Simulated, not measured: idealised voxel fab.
This is a process module. Its name is voxel spacer lines.
Pictured: cross-section cut, 300 nm wide, on a grid of 5 nm square cells.
Just so we're on the same page, the cross-sections are grids of square cells, and they're listed out in bands top to bottom, each band one or more rows deep.
Each band's line starts with the height of the band's top and of its bottom, in nm. Then come its materials from left to right, each with its width in nm. One material with "everywhere" fills the band from edge to edge. "blank" is empty space.
We count height from 0. Below that, the starting wafer is all one material. The lowest band never ends at the bottom but goes on down; see "0 and below" for how that is written.
The width entry "30..40" should be interpreted row by row: the top row of cells in the band takes the first number, the bottom row takes the second number, and the change between adjacent rows is uniform throughout.
The designation "stayed the same", where it is given for a processing step, indicates that no cell of the cross-section was altered in the course of that step.
If an empty space has no open way to the top and is at least 8 cells in size, "Tabulated closed voids" lists it, written width x height at distance, where distance is measured from the left edge and every value is in nm.
Heads up: the bit after the settings on a step's line is the simulator's remark on that step.
The "overlay nm" setting may appear on a step's line; for a step that uses a mask, it gives how far to the right of its planned position the mask lay, and a negative value indicates the left.
Process steps (planned)
step 1: RECEIVE,material Si
step 2: CONFORMAL_DEP,material Al2O3,thk nm 5
step 3: DIRECTIONAL_DEP,material TiN,thk nm 15
step 4: DIRECTIONAL_DEP,material aC,thk nm 25
step 5: PATTERN,tone cover,mask id MANDREL,material resist,width nm 15,pitch nm 60,thk nm 30,overlay nm 0
step 6: DIRECTIONAL_ETCH,etch materials aC,depth nm 25
step 7: STRIP,etch materials resist
step 8: CONFORMAL_DEP,material SiO2,thk nm 15
step 9: DIRECTIONAL_ETCH,etch materials SiO2,depth nm 15
step 10: STRIP,etch materials aC
step 11: DIRECTIONAL_ETCH,etch materials TiN,depth nm 15
step 12: STRIP,etch materials SiO2
The plan's step 5 width nm is the first wafer's value; the wafers differ in this setting and start identical.
First of several wafers (as received, post step 1), cross-sectional view
	0 and below  Si everywhere
	Tabulated closed voids: none
Here is how to read the rows: every wafer has a row, and it shows the wafer at the end of the module, giving for each material how many cells were gained (+) or lost (-) since the wafer was received, then listing its closed voids
width nm 15; +60 Al2O3; +36 TiN; Tabulated closed voids: none
width nm 20; +60 Al2O3; +36 TiN; Tabulated closed voids: none
width nm 25; +60 Al2O3; +36 TiN; Tabulated closed voids: none
width nm 30; +60 Al2O3; +36 TiN; Tabulated closed voids: none
